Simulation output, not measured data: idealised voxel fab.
Process module, titled voxel capacitor over wiring
Xsec cut, 215 nm wide, square cell size 5 nm.
In this document a cross-section is written as a grid of square cells. It is given as a series of bands, listed from the top down, and a band is one or more rows of cells.
The entry gives the band's vertical extent as a top height and a bottom height in nm, then its horizontal make-up as materials from left to right, each with a width in nm. "air" stands for empty space; a single material marked "throughout" fills the band edge to edge.
Counting heights begins at 0, where everything beneath is, in the wafer as received, one material. The lowest band has no bottom; it goes on downwards, as "0 down" shows.
The two numbers in a width such as "30->40" mark its ends across the band: the first belongs to the top row of cells, the second to the bottom row, and from each row to the next the width moves by the same amount.
"all unchanged" (step): cross-section cells unchanged, all of them.
Each empty space that has no open way to the top and spans at least 8 cells appears under "Enclosed voids" as width x height at distance, the distance counted from the left edge, all in nm.
Step line, after settings: the simulator's comment on this step.
Steps that use a mask can have "overlay nm" on their line. It says how far the mask sat to the right of where it was meant to be. Negative means to the left.

List of planned process steps
- 1: op RECEIVE | material Si
- 2: op CONFORMAL_DEP | material SiO2 | thk nm 15
- 3: op DIRECTIONAL_DEP | material TiN | thk nm 5
- 4: op DIRECTIONAL_DEP | material W | thk nm 15
- 5: op DIRECTIONAL_DEP | material aC | thk nm 15
- 6: op PATTERN | tone cover | mask id METAL_1 | material resist | width nm 20 | pitch nm 70 | thk nm 35 | overlay nm 0
- 7: op DIRECTIONAL_ETCH | etch materials aC | depth nm 15
- 8: op STRIP | etch materials resist
- 9: op DIRECTIONAL_ETCH | etch materials W | depth nm 15
- 10: op DIRECTIONAL_ETCH | etch materials TiN | depth nm 5
- 11: op STRIP | etch materials aC
- 12: op CONFORMAL_DEP | material SiN | thk nm 5
- 13: op FILL_DEP | material lowk | thk nm 10
- 14: op CMP | height nm 35
- 15: op CONFORMAL_DEP | material SiCN | thk nm 5
- 16: op DIRECTIONAL_DEP | material lowk | thk nm 20
- 17: op MASKED_ETCH | tone open | mask id PLUG_1 | width nm 15 | etch materials lowk | depth nm 20 | overlay nm 0
- 18: op MASKED_ETCH | tone open | mask id PLUG_1 | width nm 15 | etch materials SiCN | depth nm 5 | overlay nm 0
- 19: op CONFORMAL_DEP | material TiN | thk nm 5
- 20: op FILL_DEP | material Cu | thk nm 10
- 21: op CMP | height nm 60
- 22: op DIRECTIONAL_DEP | material TiN | thk nm 10
- 23: op DIRECTIONAL_DEP | material HfO2 | thk nm 5
- 24: op DIRECTIONAL_DEP | material TiN | thk nm 10
- 25: op PATTERN | tone cover | mask id UPPER_PLATE | material resist | width nm 55 | thk nm 15 | overlay nm 0
- 26: op DIRECTIONAL_ETCH | etch materials TiN | depth nm 10
- 27: op DIRECTIONAL_ETCH | etch materials HfO2 | depth nm 5
- 28: op STRIP | etch materials resist
- 29: op PATTERN | tone cover | mask id LOWER_PLATE | material resist | width nm 65 | thk nm 20 | overlay nm 0
- 30: op DIRECTIONAL_ETCH | etch materials TiN | depth nm 10
- 31: op STRIP | etch materials resist
- 32: op FILL_DEP | material SiO2 | thk nm 20
- 33: op CMP | height nm 100
- 34: op MASKED_ETCH | tone open | mask id PLUG_2 | width nm 15 | etch materials SiO2 | depth nm 15 | overlay nm 0
- 35: op CONFORMAL_DEP | material TiN | thk nm 5
- 36: op FILL_DEP | material Cu | thk nm 10
- 37: op CMP | height nm 100
- 38: op CONFORMAL_DEP | material SiN | thk nm 5

So this is the incoming wafer in cross-section - it's already been through step 1
    0 down = Si throughout
    Enclosed voids: none

As-planned run: cross-section of the first of two wafers at end of module
    105 to 100 = SiN throughout
    100 to 90 = 75 SiO2  5 TiN  5 Cu  5 TiN  125 SiO2
    90 to 85 = 75 SiO2  15 TiN  125 SiO2
    85 to 75 = 65 SiO2  55 TiN  95 SiO2
    75 to 70 = 65 SiO2  55 HfO2  95 SiO2
    70 to 60 = 60 SiO2  65 TiN  90 SiO2
    60 to 40 = 65 lowk  5 TiN  5 Cu  5 TiN  135 lowk
    40 to 35 = 65 SiCN  15 TiN  135 SiCN
    35 to 20 = 55 lowk  5 SiN  20 W  5 SiN  40 lowk  5 SiN  20 W  5 SiN  60 lowk
    20 to 15 = 60 SiN  20 TiN  50 SiN  20 TiN  65 SiN
    15 to 0 = SiO2 throughout
    0 down = Si throughout
    Enclosed voids: none

Wafer two, end of module, cross-section. Same start, same plan as wafer one. One mistake in the run
    105 to 100 = SiN throughout
    100 to 90 = 75 SiO2  5 TiN  5 Cu  5 TiN  125 SiO2
    90 to 85 = 75 SiO2  15 TiN  125 SiO2
    85 to 75 = 65 SiO2  55 TiN  95 SiO2
    75 to 70 = 65 SiO2  55 HfO2  95 SiO2
    70 to 60 = 60 SiO2  65 TiN  90 SiO2
    60 to 45 = 60 Cu  5 TiN  15 lowk  5 TiN  130 Cu
    45 to 40 = 65 TiN  15 lowk  135 TiN
    40 to 35 = SiCN throughout
    35 to 20 = 55 lowk  5 SiN  20 W  5 SiN  40 lowk  5 SiN  20 W  5 SiN  60 lowk
    20 to 15 = 60 SiN  20 TiN  50 SiN  20 TiN  65 SiN
    15 to 0 = SiO2 throughout
    0 down = Si throughout
    Enclosed voids: none
what went wrong: step 17 went in with a setting other than planned; the actual run was op MASKED_ETCH | tone cover | mask id PLUG_1 | width nm 15 | etch materials lowk | depth nm 20 | overlay nm 0
At the finish, the second wafer shows more or fewer cells for some materials than the first does: +110 Cu; +3 SiCN; +35 TiN; -148 lowk
